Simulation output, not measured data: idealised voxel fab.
Process module in this document: voxel self aligned vias
Section cut is 225 nm wide and gridded with 5 nm square cells.
Cross-sections here: square-cell grids, written as top-down lists of bands, a band being one or more rows of cells. Top, bottom (nm), then materials left to right with widths (nm); lone material tagged "all across" fills the whole band edge to edge; "blank" = empty space. Convention: height 0 is the level below which the wafer, as received, is all one material. The lowest band does not terminate at the bottom but continues downward, represented as "0 nm and below". Width "30..40": first value at the band's top row of cells, second value at its bottom row, equal change from row to row. "nothing changed" (step): cross-section cells unchanged, all of them. Closed-off voids of 8+ cells (no open route to the top) go in "Sealed voids", written width x height at distance from the left edge, in nm. Step line, after settings: the simulator's comment on this step. The optional step-line setting "overlay nm" applies to steps with a mask and quantifies how far to the right of its planned location the mask lay, a negative value indicating leftward placement.
Below is the list of planned process steps:
1. RECEIVE: material Si
2. CONFORMAL_DEP: material SiO2, thk nm 10
3. CONFORMAL_DEP: material SiCN, thk nm 5
4. DIRECTIONAL_DEP: material SiO2, thk nm 20
5. PATTERN: tone open, mask id LINES, material resist, width nm 30, pitch nm 65, thk nm 15, overlay nm 0
6. DIRECTIONAL_ETCH: etch materials SiO2, depth nm 20
7. STRIP: etch materials resist
8. CONFORMAL_DEP: material TiN, thk nm 5
9. FILL_DEP: material Ru, thk nm 10
10. CMP: height nm 35
11. SELECTIVE_ETCH: etch materials W Ru TiN, depth nm 5
12. FILL_DEP: material SiN, thk nm 5
13. CMP: height nm 35
14. DIRECTIONAL_DEP: material SiO2, thk nm 15
15. PATTERN: tone open, mask id VIAS, material resist, width nm 40, pitch nm 65, thk nm 15, overlay nm 0
16. DIRECTIONAL_ETCH: etch materials SiO2, depth nm 15
17. DIRECTIONAL_ETCH: etch materials SiN, depth nm 5
18. STRIP: etch materials resist
19. CONFORMAL_DEP: material TiN, thk nm 5
20. FILL_DEP: material Cu, thk nm 5
21. CMP: height nm 50
22. CONFORMAL_DEP: material SiCN, thk nm 5
The first of the two wafers, which ran as planned:
Cross-sectional view of the wafer in its as-received condition, corresponding to the state after step 1:
  0 nm and below | Si all across
  Sealed voids: none
How the wafer stands in section after step 2:
  10 nm to 0 nm | SiO2 all across
  All layers under 0 are left as they were.
How the wafer stands in section after step 3:
  15 nm to 10 nm | SiCN all across
  All layers under 10 are left as they were.
How the wafer stands in section after step 4:
  35 nm to 15 nm | SiO2 all across
  All layers under 15 are left as they were.
How the wafer stands in section after step 5:
  50 nm to 35 nm | 30 resist, then 30 blank, then 35 resist, then 30 blank, then 35 resist, then 30 blank, then 35 resist
  All layers under 35 are left as they were.
How the wafer stands in section after step 6:
  50 nm to 35 nm | 30 resist, then 30 blank, then 35 resist, then 30 blank, then 35 resist, then 30 blank, then 35 resist
  35 nm to 15 nm | 30 SiO2, then 30 blank, then 35 SiO2, then 30 blank, then 35 SiO2, then 30 blank, then 35 SiO2
  All layers under 15 are left as they were.
How the wafer stands in section after step 7:
  35 nm to 15 nm | 30 SiO2, then 30 blank, then 35 SiO2, then 30 blank, then 35 SiO2, then 30 blank, then 35 SiO2
  All layers under 15 are left as they were.
How the wafer stands in section after step 8:
  40 nm to 35 nm | 35 TiN, then 20 blank, then 45 TiN, then 20 blank, then 45 TiN, then 20 blank, then 40 TiN
  35 nm to 20 nm | 30 SiO2, then 5 TiN, then 20 blank, then 5 TiN, then 35 SiO2, then 5 TiN, then 20 blank, then 5 TiN, then 35 SiO2, then 5 TiN, then 20 blank, then 5 TiN, then 35 SiO2
  20 nm to 15 nm | 30 SiO2, then 30 TiN, then 35 SiO2, then 30 TiN, then 35 SiO2, then 30 TiN, then 35 SiO2
  All layers under 15 are left as they were.
How the wafer stands in section after step 9:
  50 nm to 40 nm | Ru all across
  40 nm to 35 nm | 35 TiN, then 20 Ru, then 45 TiN, then 20 Ru, then 45 TiN, then 20 Ru, then 40 TiN
  35 nm to 20 nm | 30 SiO2, then 5 TiN, then 20 Ru, then 5 TiN, then 35 SiO2, then 5 TiN, then 20 Ru, then 5 TiN, then 35 SiO2, then 5 TiN, then 20 Ru, then 5 TiN, then 35 SiO2
  All layers under 20 are left as they were.
How the wafer stands in section after step 10:
  35 nm to 20 nm | 30 SiO2, then 5 TiN, then 20 Ru, then 5 TiN, then 35 SiO2, then 5 TiN, then 20 Ru, then 5 TiN, then 35 SiO2, then 5 TiN, then 20 Ru, then 5 TiN, then 35 SiO2
  All layers under 20 are left as they were.
How the wafer stands in section after step 11:
  35 nm to 30 nm | 30 SiO2, then 30 blank, then 35 SiO2, then 30 blank, then 35 SiO2, then 30 blank, then 35 SiO2
  All layers under 30 are left as they were.
How the wafer stands in section after step 12:
  40 nm to 35 nm | SiN all across
  35 nm to 30 nm | 30 SiO2, then 30 SiN, then 35 SiO2, then 30 SiN, then 35 SiO2, then 30 SiN, then 35 SiO2
  All layers under 30 are left as they were.
How the wafer stands in section after step 13:
  35 nm to 30 nm | 30 SiO2, then 30 SiN, then 35 SiO2, then 30 SiN, then 35 SiO2, then 30 SiN, then 35 SiO2
  All layers under 30 are left as they were.
How the wafer stands in section after step 14:
  50 nm to 35 nm | SiO2 all across
  All layers under 35 are left as they were.
How the wafer stands in section after step 15:
  65 nm to 50 nm | 25 resist, then 40 blank, then 25 resist, then 40 blank, then 25 resist, then 40 blank, then 30 resist
  All layers under 50 are left as they were.
How the wafer stands in section after step 16:
  65 nm to 50 nm | 25 resist, then 40 blank, then 25 resist, then 40 blank, then 25 resist, then 40 blank, then 30 resist
  50 nm to 35 nm | 25 SiO2, then 40 blank, then 25 SiO2, then 40 blank, then 25 SiO2, then 40 blank, then 30 SiO2
  All layers under 35 are left as they were.
How the wafer stands in section after step 17:
  65 nm to 50 nm | 25 resist, then 40 blank, then 25 resist, then 40 blank, then 25 resist, then 40 blank, then 30 resist
  50 nm to 35 nm | 25 SiO2, then 40 blank, then 25 SiO2, then 40 blank, then 25 SiO2, then 40 blank, then 30 SiO2
  35 nm to 30 nm | 30 SiO2, then 30 blank, then 35 SiO2, then 30 blank, then 35 SiO2, then 30 blank, then 35 SiO2
  All layers under 30 are left as they were.
How the wafer stands in section after step 18:
  50 nm to 35 nm | 25 SiO2, then 40 blank, then 25 SiO2, then 40 blank, then 25 SiO2, then 40 blank, then 30 SiO2
  All layers under 35 are left as they were.
How the wafer stands in section after step 19:
  55 nm to 50 nm | 30 TiN, then 30 blank, then 35 TiN, then 30 blank, then 35 TiN, then 30 blank, then 35 TiN
  50 nm to 40 nm | 25 SiO2, then 5 TiN, then 30 blank, then 5 TiN, then 25 SiO2, then 5 TiN, then 30 blank, then 5 TiN, then 25 SiO2, then 5 TiN, then 30 blank, then 5 TiN, then 30 SiO2
  40 nm to 35 nm | 25 SiO2, then 10 TiN, then 20 blank, then 10 TiN, then 25 SiO2, then 10 TiN, then 20 blank, then 10 TiN, then 25 SiO2, then 10 TiN, then 20 blank, then 10 TiN, then 30 SiO2
  35 nm to 30 nm | 30 SiO2, then 30 TiN, then 35 SiO2, then 30 TiN, then 35 SiO2, then 30 TiN, then 35 SiO2
  All layers under 30 are left as they were.
How the wafer stands in section after step 20:
  60 nm to 55 nm | Cu all across
  55 nm to 50 nm | 30 TiN, then 30 Cu, then 35 TiN, then 30 Cu, then 35 TiN, then 30 Cu, then 35 TiN
  50 nm to 40 nm | 25 SiO2, then 5 TiN, then 30 Cu, then 5 TiN, then 25 SiO2, then 5 TiN, then 30 Cu, then 5 TiN, then 25 SiO2, then 5 TiN, then 30 Cu, then 5 TiN, then 30 SiO2
  40 nm to 35 nm | 25 SiO2, then 10 TiN, then 20 Cu, then 10 TiN, then 25 SiO2, then 10 TiN, then 20 Cu, then 10 TiN, then 25 SiO2, then 10 TiN, then 20 Cu, then 10 TiN, then 30 SiO2
  All layers under 35 are left as they were.
How the wafer stands in section after step 21:
  50 nm to 40 nm | 25 SiO2, then 5 TiN, then 30 Cu, then 5 TiN, then 25 SiO2, then 5 TiN, then 30 Cu, then 5 TiN, then 25 SiO2, then 5 TiN, then 30 Cu, then 5 TiN, then 30 SiO2
  All layers under 40 are left as they were.
How the wafer stands in section after step 22:
  55 nm to 50 nm | SiCN all across
  All layers under 50 are left as they were.
The second wafer began exactly as the first did and followed the same plan, but one mistake was made while running it; through step 1 inclusive, the two wafers are identical:
Second wafer profile in section, at the moment step 2 of the plan was meant to be complete:
  15 nm to 0 nm | SiO2 all across
  All layers under 0 are left as they were.
Second wafer profile in section, at the moment step 3 of the plan was meant to be complete:
  20 nm to 15 nm | SiCN all across
  All layers under 15 are left as they were.
Second wafer profile in section, at the moment step 4 of the plan was meant to be complete:
  40 nm to 20 nm | SiO2 all across
  All layers under 20 are left as they were.
Second wafer profile in section, at the moment step 5 of the plan was meant to be complete:
  55 nm to 40 nm | 30 resist, then 30 blank, then 35 resist, then 30 blank, then 35 resist, then 30 blank, then 35 resist
  All layers under 40 are left as they were.
Second wafer profile in section, at the moment step 6 of the plan was meant to be complete:
  55 nm to 40 nm | 30 resist, then 30 blank, then 35 resist, then 30 blank, then 35 resist, then 30 blank, then 35 resist
  40 nm to 20 nm | 30 SiO2, then 30 blank, then 35 SiO2, then 30 blank, then 35 SiO2, then 30 blank, then 35 SiO2
  All layers under 20 are left as they were.
Second wafer profile in section, at the moment step 7 of the plan was meant to be complete:
  40 nm to 20 nm | 30 SiO2, then 30 blank, then 35 SiO2, then 30 blank, then 35 SiO2, then 30 blank, then 35 SiO2
  All layers under 20 are left as they were.
Second wafer profile in section, at the moment step 8 of the plan was meant to be complete:
  45 nm to 40 nm | 35 TiN, then 20 blank, then 45 TiN, then 20 blank, then 45 TiN, then 20 blank, then 40 TiN
  40 nm to 25 nm | 30 SiO2, then 5 TiN, then 20 blank, then 5 TiN, then 35 SiO2, then 5 TiN, then 20 blank, then 5 TiN, then 35 SiO2, then 5 TiN, then 20 blank, then 5 TiN, then 35 SiO2
  25 nm to 20 nm | 30 SiO2, then 30 TiN, then 35 SiO2, then 30 TiN, then 35 SiO2, then 30 TiN, then 35 SiO2
  All layers under 20 are left as they were.
Second wafer profile in section, at the moment step 9 of the plan was meant to be complete:
  55 nm to 45 nm | Ru all across
  45 nm to 40 nm | 35 TiN, then 20 Ru, then 45 TiN, then 20 Ru, then 45 TiN, then 20 Ru, then 40 TiN
  40 nm to 25 nm | 30 SiO2, then 5 TiN, then 20 Ru, then 5 TiN, then 35 SiO2, then 5 TiN, then 20 Ru, then 5 TiN, then 35 SiO2, then 5 TiN, then 20 Ru, then 5 TiN, then 35 SiO2
  All layers under 25 are left as they were.
Second wafer profile in section, at the moment step 10 of the plan was meant to be complete:
  35 nm to 25 nm | 30 SiO2, then 5 TiN, then 20 Ru, then 5 TiN, then 35 SiO2, then 5 TiN, then 20 Ru, then 5 TiN, then 35 SiO2, then 5 TiN, then 20 Ru, then 5 TiN, then 35 SiO2
  All layers under 25 are left as they were.
Second wafer profile in section, at the moment step 11 of the plan was meant to be complete:
  35 nm to 30 nm | 30 SiO2, then 30 blank, then 35 SiO2, then 30 blank, then 35 SiO2, then 30 blank, then 35 SiO2
  All layers under 30 are left as they were.
Second wafer profile in section, at the moment step 12 of the plan was meant to be complete:
  40 nm to 35 nm | SiN all across
  35 nm to 30 nm | 30 SiO2, then 30 SiN, then 35 SiO2, then 30 SiN, then 35 SiO2, then 30 SiN, then 35 SiO2
  All layers under 30 are left as they were.
Second wafer profile in section, at the moment step 13 of the plan was meant to be complete:
  35 nm to 30 nm | 30 SiO2, then 30 SiN, then 35 SiO2, then 30 SiN, then 35 SiO2, then 30 SiN, then 35 SiO2
  All layers under 30 are left as they were.
Second wafer profile in section, at the moment step 14 of the plan was meant to be complete:
  50 nm to 35 nm | SiO2 all across
  All layers under 35 are left as they were.
Second wafer profile in section, at the moment step 15 of the plan was meant to be complete:
  65 nm to 50 nm | 25 resist, then 40 blank, then 25 resist, then 40 blank, then 25 resist, then 40 blank, then 30 resist
  All layers under 50 are left as they were.
Second wafer profile in section, at the moment step 16 of the plan was meant to be complete:
  65 nm to 50 nm | 25 resist, then 40 blank, then 25 resist, then 40 blank, then 25 resist, then 40 blank, then 30 resist
  50 nm to 35 nm | 25 SiO2, then 40 blank, then 25 SiO2, then 40 blank, then 25 SiO2, then 40 blank, then 30 SiO2
  All layers under 35 are left as they were.
Second wafer profile in section, at the moment step 17 of the plan was meant to be complete:
  65 nm to 50 nm | 25 resist, then 40 blank, then 25 resist, then 40 blank, then 25 resist, then 40 blank, then 30 resist
  50 nm to 35 nm | 25 SiO2, then 40 blank, then 25 SiO2, then 40 blank, then 25 SiO2, then 40 blank, then 30 SiO2
  35 nm to 30 nm | 30 SiO2, then 30 blank, then 35 SiO2, then 30 blank, then 35 SiO2, then 30 blank, then 35 SiO2
  All layers under 30 are left as they were.
Second wafer profile in section, at the moment step 18 of the plan was meant to be complete:
  50 nm to 35 nm | 25 SiO2, then 40 blank, then 25 SiO2, then 40 blank, then 25 SiO2, then 40 blank, then 30 SiO2
  All layers under 35 are left as they were.
Second wafer profile in section, at the moment step 19 of the plan was meant to be complete:
  55 nm to 50 nm | 30 TiN, then 30 blank, then 35 TiN, then 30 blank, then 35 TiN, then 30 blank, then 35 TiN
  50 nm to 40 nm | 25 SiO2, then 5 TiN, then 30 blank, then 5 TiN, then 25 SiO2, then 5 TiN, then 30 blank, then 5 TiN, then 25 SiO2, then 5 TiN, then 30 blank, then 5 TiN, then 30 SiO2
  40 nm to 35 nm | 25 SiO2, then 10 TiN, then 20 blank, then 10 TiN, then 25 SiO2, then 10 TiN, then 20 blank, then 10 TiN, then 25 SiO2, then 10 TiN, then 20 blank, then 10 TiN, then 30 SiO2
  35 nm to 30 nm | 30 SiO2, then 30 TiN, then 35 SiO2, then 30 TiN, then 35 SiO2, then 30 TiN, then 35 SiO2
  All layers under 30 are left as they were.
Second wafer profile in section, at the moment step 20 of the plan was meant to be complete:
  60 nm to 55 nm | Cu all across
  55 nm to 50 nm | 30 TiN, then 30 Cu, then 35 TiN, then 30 Cu, then 35 TiN, then 30 Cu, then 35 TiN
  50 nm to 40 nm | 25 SiO2, then 5 TiN, then 30 Cu, then 5 TiN, then 25 SiO2, then 5 TiN, then 30 Cu, then 5 TiN, then 25 SiO2, then 5 TiN, then 30 Cu, then 5 TiN, then 30 SiO2
  40 nm to 35 nm | 25 SiO2, then 10 TiN, then 20 Cu, then 10 TiN, then 25 SiO2, then 10 TiN, then 20 Cu, then 10 TiN, then 25 SiO2, then 10 TiN, then 20 Cu, then 10 TiN, then 30 SiO2
  All layers under 35 are left as they were.
Second wafer profile in section, at the moment step 21 of the plan was meant to be complete:
  50 nm to 40 nm | 25 SiO2, then 5 TiN, then 30 Cu, then 5 TiN, then 25 SiO2, then 5 TiN, then 30 Cu, then 5 TiN, then 25 SiO2, then 5 TiN, then 30 Cu, then 5 TiN, then 30 SiO2
  All layers under 40 are left as they were.
Second wafer profile in section, at the moment step 22 of the plan was meant to be complete:
  55 nm to 50 nm | SiCN all across
  All layers under 50 are left as they were.
In executing the process, a mistake was made relative to the plan: contrary to plan, step 2 was performed as CONFORMAL_DEP: material SiO2, thk nm 15
The closing comparison, in cells, has the second wafer with more or fewer of some materials than the first: 12 fewer of Ru, 18 more of SiO2, 6 fewer of TiN
